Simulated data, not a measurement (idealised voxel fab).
This is a process module. Its name is voxel spacer lines.
In the cross-section labelled cut, the width is 220 nm and each square cell is 5 nm.
Cross-section spec: square-cell grid; bands listed top down; each band is one or more rows. The band entry comprises the height of the band's top followed by the height of its bottom, expressed in nm, and subsequently the band's materials from left to right, each stated together with its width in nm. Where a single material is marked with the word "full width", that material fills the band from edge to edge. The word "air" represents empty space. For the purposes of this specification, 0 denotes the height below which the wafer in its as-received condition is composed wholly of one material, and the lowermost band, lacking a lower limit, extends downward without end, as expressed in "0 and below". Width spec "30 to 40" -> top row of cells at first value, bottom row at second value, equal per-row change in between. "stayed the same" means the step left every cell of the cross-section as it was. Enclosed voids (no open way to top), threshold 8 cells or more, entry "Tabulated closed voids", notation width x height at distance, distance from left edge, nm. Formally, on a step line, whatever follows the settings is a remark that the simulator itself makes on the step. On any step carrying a mask, the "overlay nm" setting, if present on the step's line, tells how far right of its planned place the mask lay; negative values point to the left.
## Set out below are the planned steps of the process
step 1: RECEIVE,material Si
step 2: CONFORMAL_DEP,material Al2O3,thk nm 5
step 3: DIRECTIONAL_DEP,material TiN,thk nm 20
step 4: DIRECTIONAL_DEP,material polySi,thk nm 10
step 5: PATTERN,tone cover,mask id MANDREL,material resist,width nm 15,pitch nm 60,thk nm 25,overlay nm 0
step 6: DIRECTIONAL_ETCH,etch materials polySi,depth nm 20
step 7: STRIP,etch materials resist
step 8: CONFORMAL_DEP,material SiN,thk nm 15
step 9: DIRECTIONAL_ETCH,etch materials SiN,depth nm 15
step 10: STRIP,etch materials polySi
step 11: DIRECTIONAL_ETCH,etch materials TiN,depth nm 20
step 12: STRIP,etch materials SiN
What sets these wafers apart? The thk nm at step 4. They all start alike, and the plan carries the first wafer's value.
## Received wafers, first of several: cross-section after step 1
  0 and below | Si full width
  Tabulated closed voids: none
## Per wafer, end of module: cells gained (+) or lost (-) per material since receipt, then closed voids
thk nm 10 | +44 Al2O3 | +48 TiN | Tabulated closed voids: none
thk nm 15 | +44 Al2O3 | +48 TiN | Tabulated closed voids: none
thk nm 20 | +44 Al2O3 | +48 TiN | Tabulated closed voids: none
thk nm 25 | +44 Al2O3 | Tabulated closed voids: none
thk nm 30 | +44 Al2O3 | Tabulated closed voids: none
thk nm 35 | +44 Al2O3 | Tabulated closed voids: none
